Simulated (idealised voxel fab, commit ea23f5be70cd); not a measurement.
process module | voxel fin reveal
cross-section cut | 295 nm wide | cells 5 nm
A cross-section is a grid of square cells, given in bands from the top down. A band is one or more rows of cells.
Each band's line starts with the height of the band's top and of its bottom, in nm. Then come its materials from left to right, each with its width in nm. One material with "throughout" fills the band from edge to edge. "air" is empty space.
Height 0 is the level under which the wafer as received is all one material. The lowest band goes on downwards, as in "0 down".
A width such as "30 to 40" changes by the same amount from each row of cells to the next, from the band's top row to its bottom row.
"no change" after a step means that no cell of the cross-section changed.
closed voids: empty space of 8 cells or more with no open way to the top, each as width x height at its distance from the left edge, in nm
after a step's settings: what the simulator itself notes on the step
overlay nm, on a step with a mask: how far to the right of its planned place the mask lay; to the left if negative
plan
1 op RECEIVE | material Si
2 op CONFORMAL_DEP | material SiN | thk nm 5
3 op PATTERN | tone cover | mask id FINS | material resist | width nm 15 | pitch nm 35 | thk nm 15 | overlay nm -15
4 op DIRECTIONAL_ETCH | etch materials SiN | depth nm 5
5 op DIRECTIONAL_ETCH | etch materials Si | depth nm 40
6 op STRIP | etch materials resist
7 op OXIDIZE | depth nm 5
8 op FILL_DEP | material SiO2 | thk nm 5
9 op CMP | height nm 5
10 op SELECTIVE_ETCH | etch materials SiO2 | depth nm 20
11 op STRIP | etch materials SiN
12 op CONFORMAL_DEP | material SiO2 | thk nm 5
varied across the wafers: overlay nm of step 3. The plan shows the first wafer's value. All wafers start alike
first wafer as received, after step 1
  0 down: Si throughout
  closed voids: none
first wafer at the end, after step 12
  5 to 0: air 105 | SiO2 15 | air 20 | SiO2 15 | air 140
  0 to -10: air 105 | SiO2 5 | Si 5 | SiO2 5 | air 20 | SiO2 5 | Si 5 | SiO2 5 | air 140
  -10 to -45: SiO2 110 | Si 5 | SiO2 30 | Si 5 | SiO2 145
  -45 down: Si throughout
  closed voids: none
last wafer at the end
  5 to 0: air 135 | SiO2 15 | air 20 | SiO2 15 | air 110
  0 to -10: air 135 | SiO2 5 | Si 5 | SiO2 5 | air 20 | SiO2 5 | Si 5 | SiO2 5 | air 110
  -10 to -45: SiO2 140 | Si 5 | SiO2 30 | Si 5 | SiO2 115
  -45 down: Si throughout
  closed voids: none
each wafer at the end: cells of each material gained (+) or lost (-) since it was received, then its closed voids
overlay nm -15 | -513 Si | +413 SiO2 | closed voids: none
overlay nm -10 | -513 Si | +413 SiO2 | closed voids: none
overlay nm -5 | -513 Si | +413 SiO2 | closed voids: none
overlay nm 0 | -513 Si | +413 SiO2 | closed voids: none
overlay nm 5 | -513 Si | +413 SiO2 | closed voids: none
overlay nm 10 | -513 Si | +413 SiO2 | closed voids: none
overlay nm 15 | -513 Si | +413 SiO2 | closed voids: none
